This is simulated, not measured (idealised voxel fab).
process module | voxel self aligned vias
cross-section cut | 285 nm wide | cells 5 nm
A cross-section is a grid of square cells, given in bands from the top down. A band is one or more rows of cells.
Each band's line starts with the height of the band's top and of its bottom, in nm. Then come its materials from left to right, each with its width in nm. One material with "throughout" fills the band from edge to edge. "air" is empty space.
Height 0 is the level under which the wafer as received is all one material. The lowest band goes on downwards, as in "0 down".
A width such as "30 to 40" changes by the same amount from each row of cells to the next, from the band's top row to its bottom row.
"no change" after a step means that no cell of the cross-section changed.
closed voids: empty space of 8 cells or more with no open way to the top, each as width x height at its distance from the left edge, in nm
after a step's settings: what the simulator itself notes on the step
overlay nm, on a step with a mask: how far to the right of its planned place the mask lay; to the left if negative
Each pair below shows a cross-section before one step and the cross-section after it, down to the lowest band that changed. The line under each pair gives the step between them, with its settings. The pairs can come from different runs of this module on the same starting wafer, so a pair continues from the pair above only where its "before" says so.
before
  75 to 60: resist 105 | air 30 | resist 150
  60 to 40: SiO2 105 | air 30 | SiO2 150
  40 to 30: SiO2 105 | SiN 20 | SiO2 35 | SiN 20 | SiO2 105
  30 to 25: SiO2 105 | TiN 5 | Ru 10 | TiN 5 | SiO2 35 | TiN 5 | Ru 10 | TiN 5 | SiO2 105
  25 to 20: SiO2 105 | TiN 20 | SiO2 35 | TiN 20 | SiO2 105
  20 to 15: SiCN throughout
  15 to 0: SiO2 throughout
  0 down: Si throughout
  closed voids: none
after
  75 to 60: resist 105 | air 30 | resist 150
  60 to 40: SiO2 105 | air 30 | SiO2 150
  40 to 30: SiO2 105 | air 20 | SiO2 35 | SiN 20 | SiO2 105
  below 30: unchanged
  closed voids: none
the step between: op DIRECTIONAL_ETCH | etch materials SiN | depth nm 10
before: the cross-section after the pair above
after
  60 to 40: SiO2 105 | air 30 | SiO2 150
  below 40: unchanged
  closed voids: none
the step between: op STRIP | etch materials resist
before: the cross-section after the pair above
after
  65 to 60: TiN 110 | air 20 | TiN 155
  60 to 45: SiO2 105 | TiN 5 | air 20 | TiN 5 | SiO2 150
  45 to 40: SiO2 105 | TiN 5 | air 10 | TiN 15 | SiO2 150
  40 to 35: SiO2 105 | TiN 5 | air 10 | TiN 5 | SiO2 35 | SiN 20 | SiO2 105
  35 to 30: SiO2 105 | TiN 20 | SiO2 35 | SiN 20 | SiO2 105
  below 30: unchanged
  closed voids: none
the step between: op CONFORMAL_DEP | material TiN | thk nm 5
before: the cross-section after the pair above
after
  70 to 65: Cu throughout
  65 to 60: TiN 110 | Cu 20 | TiN 155
  60 to 45: SiO2 105 | TiN 5 | Cu 20 | TiN 5 | SiO2 150
  45 to 40: SiO2 105 | TiN 5 | Cu 10 | TiN 15 | SiO2 150
  40 to 35: SiO2 105 | TiN 5 | Cu 10 | TiN 5 | SiO2 35 | SiN 20 | SiO2 105
  below 35: unchanged
  closed voids: none
the step between: op FILL_DEP | material Cu | thk nm 5
before: the cross-section after the pair above
after
  60 to 45: SiO2 105 | TiN 5 | Cu 20 | TiN 5 | SiO2 150
  below 45: unchanged
  closed voids: none
the step between: op CMP | height nm 60
before: the cross-section after the pair above
after
  65 to 60: SiCN throughout
  below 60: unchanged
  closed voids: none
the step between: op CONFORMAL_DEP | material SiCN | thk nm 5
before
  15 to 0: SiO2 throughout
  0 down: Si throughout
  closed voids: none
after
  20 to 15: Cu throughout
  below 15: unchanged
  closed voids: none
the step between: op CONFORMAL_DEP | material Cu | thk nm 5
before: the cross-section after the pair above
after
  40 to 20: SiO2 throughout
  below 20: unchanged
  closed voids: none
the step between: op DIRECTIONAL_DEP | material SiO2 | thk nm 20
before: the cross-section after the pair above
after
  55 to 40: aC throughout
  below 40: unchanged
  closed voids: none
the step between: op DIRECTIONAL_DEP | material aC | thk nm 15
before: the cross-section after the pair above
after
  85 to 55: resist 105 | air 20 | resist 35 | air 20 | resist 105
  below 55: unchanged
  closed voids: none
the step between: op PATTERN | tone open | mask id LINES | material resist | width nm 20 | pitch nm 55 | thk nm 30 | overlay nm 0
before: the cross-section after the pair above
after
  70 to 55: resist 105 | air 20 | resist 35 | air 20 | resist 105
  55 to 40: aC 105 | air 20 | aC 35 | air 20 | aC 105
  below 40: unchanged
  closed voids: none
the step between: op DIRECTIONAL_ETCH | etch materials aC | depth nm 15
before: the cross-section after the pair above
after
  55 to 40: aC 105 | air 20 | aC 35 | air 20 | aC 105
  below 40: unchanged
  closed voids: none
the step between: op STRIP | etch materials resist
before: the cross-section after the pair above
after
  55 to 40: aC 105 | air 20 | aC 35 | air 20 | aC 105
  40 to 20: SiO2 105 | air 20 | SiO2 35 | air 20 | SiO2 105
  below 20: unchanged
  closed voids: none
the step between: op DIRECTIONAL_ETCH | etch materials SiO2 | depth nm 20
before: the cross-section after the pair above
after
  40 to 20: SiO2 105 | air 20 | SiO2 35 | air 20 | SiO2 105
  below 20: unchanged
  closed voids: none
the step between: op STRIP | etch materials aC
before: the cross-section after the pair above
after
  45 to 40: TiN 110 | air 10 | TiN 45 | air 10 | TiN 110
  40 to 25: SiO2 105 | TiN 5 | air 10 | TiN 5 | SiO2 35 | TiN 5 | air 10 | TiN 5 | SiO2 105
  25 to 20: SiO2 105 | TiN 20 | SiO2 35 | TiN 20 | SiO2 105
  below 20: unchanged
  closed voids: none
the step between: op CONFORMAL_DEP | material TiN | thk nm 5
before: the cross-section after the pair above
after
  50 to 45: Ru throughout
  45 to 40: TiN 110 | Ru 10 | TiN 45 | Ru 10 | TiN 110
  40 to 25: SiO2 105 | TiN 5 | Ru 10 | TiN 5 | SiO2 35 | TiN 5 | Ru 10 | TiN 5 | SiO2 105
  below 25: unchanged
  closed voids: none
the step between: op FILL_DEP | material Ru | thk nm 5
before: the cross-section after the pair above
after
  40 to 25: SiO2 105 | TiN 5 | Ru 10 | TiN 5 | SiO2 35 | TiN 5 | Ru 10 | TiN 5 | SiO2 105
  below 25: unchanged
  closed voids: none
the step between: op CMP | height nm 40
before: the cross-section after the pair above
after
  40 to 30: SiO2 105 | air 20 | SiO2 35 | air 20 | SiO2 105
  below 30: unchanged
  closed voids: none
the step between: op SELECTIVE_ETCH | etch materials W Ru TiN | depth nm 10
before: the cross-section after the pair above
after
  50 to 40: SiN throughout
  40 to 30: SiO2 105 | SiN 20 | SiO2 35 | SiN 20 | SiO2 105
  below 30: unchanged
  closed voids: none
the step between: op FILL_DEP | material SiN | thk nm 10
before: the cross-section after the pair above
after
  40 to 30: SiO2 105 | SiN 20 | SiO2 35 | SiN 20 | SiO2 105
  below 30: unchanged
  closed voids: none
the step between: op CMP | height nm 40
before: the cross-section after the pair above
after
  60 to 40: SiO2 throughout
  below 40: unchanged
  closed voids: none
the step between: op DIRECTIONAL_DEP | material SiO2 | thk nm 20
before: the cross-section after the pair above
after
  75 to 60: resist 100 | air 30 | resist 155
  below 60: unchanged
  closed voids: none
the step between: op PATTERN | tone open | mask id VIAS | material resist | width nm 30 | thk nm 15 | overlay nm 0
before: the cross-section after the pair above
after
  75 to 60: resist 100 | air 30 | resist 155
  60 to 40: SiO2 100 | air 30 | SiO2 155
  below 40: unchanged
  closed voids: none
the step between: op DIRECTIONAL_ETCH | etch materials SiO2 | depth nm 20
before: the cross-section after the pair above
after
  75 to 60: resist 100 | air 30 | resist 155
  60 to 40: SiO2 100 | air 30 | SiO2 155
  40 to 30: SiO2 105 | air 20 | SiO2 35 | SiN 20 | SiO2 105
  below 30: unchanged
  closed voids: none
the step between: op DIRECTIONAL_ETCH | etch materials SiN | depth nm 10
before: the cross-section after the pair above
after
  60 to 40: SiO2 100 | air 30 | SiO2 155
  below 40: unchanged
  closed voids: none
the step between: op STRIP | etch materials resist
before: the cross-section after the pair above
after
  65 to 60: TiN 105 | air 20 | TiN 160
  60 to 45: SiO2 100 | TiN 5 | air 20 | TiN 5 | SiO2 155
  45 to 40: SiO2 100 | TiN 10 | air 10 | TiN 10 | SiO2 155
  40 to 35: SiO2 105 | TiN 5 | air 10 | TiN 5 | SiO2 35 | SiN 20 | SiO2 105
  35 to 30: SiO2 105 | TiN 20 | SiO2 35 | SiN 20 | SiO2 105
  below 30: unchanged
  closed voids: none
the step between: op CONFORMAL_DEP | material TiN | thk nm 5
before: the cross-section after the pair above
after
  70 to 65: Cu throughout
  65 to 60: TiN 105 | Cu 20 | TiN 160
  60 to 45: SiO2 100 | TiN 5 | Cu 20 | TiN 5 | SiO2 155
  45 to 40: SiO2 100 | TiN 10 | Cu 10 | TiN 10 | SiO2 155
  40 to 35: SiO2 105 | TiN 5 | Cu 10 | TiN 5 | SiO2 35 | SiN 20 | SiO2 105
  below 35: unchanged
  closed voids: none
the step between: op FILL_DEP | material Cu | thk nm 5
before: the cross-section after the pair above
after
  60 to 45: SiO2 100 | TiN 5 | Cu 20 | TiN 5 | SiO2 155
  below 45: unchanged
  closed voids: none
the step between: op CMP | height nm 60
before: the cross-section after the pair above
after
  65 to 60: SiCN throughout
  below 60: unchanged
  closed voids: none
the step between: op CONFORMAL_DEP | material SiCN | thk nm 5
before
  60 to 40: SiO2 throughout
  40 to 30: SiO2 105 | SiN 20 | SiO2 35 | SiN 20 | SiO2 105
  30 to 25: SiO2 105 | TiN 5 | Ru 10 | TiN 5 | SiO2 35 | TiN 5 | Ru 10 | TiN 5 | SiO2 105
  25 to 20: SiO2 105 | TiN 20 | SiO2 35 | TiN 20 | SiO2 105
  20 to 15: SiCN throughout
  15 to 0: SiO2 throughout
  0 down: Si throughout
  closed voids: none
after
  75 to 60: air 100 | resist 30 | air 155
  below 60: unchanged
  closed voids: none
the step between: op PATTERN | tone cover | mask id VIAS | material resist | width nm 30 | thk nm 15 | overlay nm 0
before: the cross-section after the pair above
after
  75 to 60: air 100 | resist 30 | air 155
  60 to 40: air 100 | SiO2 30 | air 155
  below 40: unchanged
  closed voids: none
the step between: op DIRECTIONAL_ETCH | etch materials SiO2 | depth nm 20
before: the cross-section after the pair above
after
  75 to 60: air 100 | resist 30 | air 155
  60 to 40: air 100 | SiO2 30 | air 155
  40 to 30: SiO2 105 | SiN 20 | SiO2 35 | air 20 | SiO2 105
  below 30: unchanged
  closed voids: none
the step between: op DIRECTIONAL_ETCH | etch materials SiN | depth nm 10
before: the cross-section after the pair above
after
  60 to 40: air 100 | SiO2 30 | air 155
  below 40: unchanged
  closed voids: none
the step between: op STRIP | etch materials resist
before: the cross-section after the pair above
after
  65 to 60: air 95 | TiN 40 | air 150
  60 to 45: air 95 | TiN 5 | SiO2 30 | TiN 5 | air 150
  45 to 40: TiN 100 | SiO2 30 | TiN 35 | air 10 | TiN 110
  40 to 35: SiO2 105 | SiN 20 | SiO2 35 | TiN 5 | air 10 | TiN 5 | SiO2 105
  35 to 30: SiO2 105 | SiN 20 | SiO2 35 | TiN 20 | SiO2 105
  below 30: unchanged
  closed voids: none
the step between: op CONFORMAL_DEP | material TiN | thk nm 5
before: the cross-section after the pair above
after
  70 to 65: Cu throughout
  65 to 60: Cu 95 | TiN 40 | Cu 150
  60 to 45: Cu 95 | TiN 5 | SiO2 30 | TiN 5 | Cu 150
  45 to 40: TiN 100 | SiO2 30 | TiN 35 | Cu 10 | TiN 110
  40 to 35: SiO2 105 | SiN 20 | SiO2 35 | TiN 5 | Cu 10 | TiN 5 | SiO2 105
  below 35: unchanged
  closed voids: none
the step between: op FILL_DEP | material Cu | thk nm 5
before: the cross-section after the pair above
after
  60 to 45: Cu 95 | TiN 5 | SiO2 30 | TiN 5 | Cu 150
  below 45: unchanged
  closed voids: none
the step between: op CMP | height nm 60
before: the cross-section after the pair above
after
  65 to 60: SiCN throughout
  below 60: unchanged
  closed voids: none
the step between: op CONFORMAL_DEP | material SiCN | thk nm 5
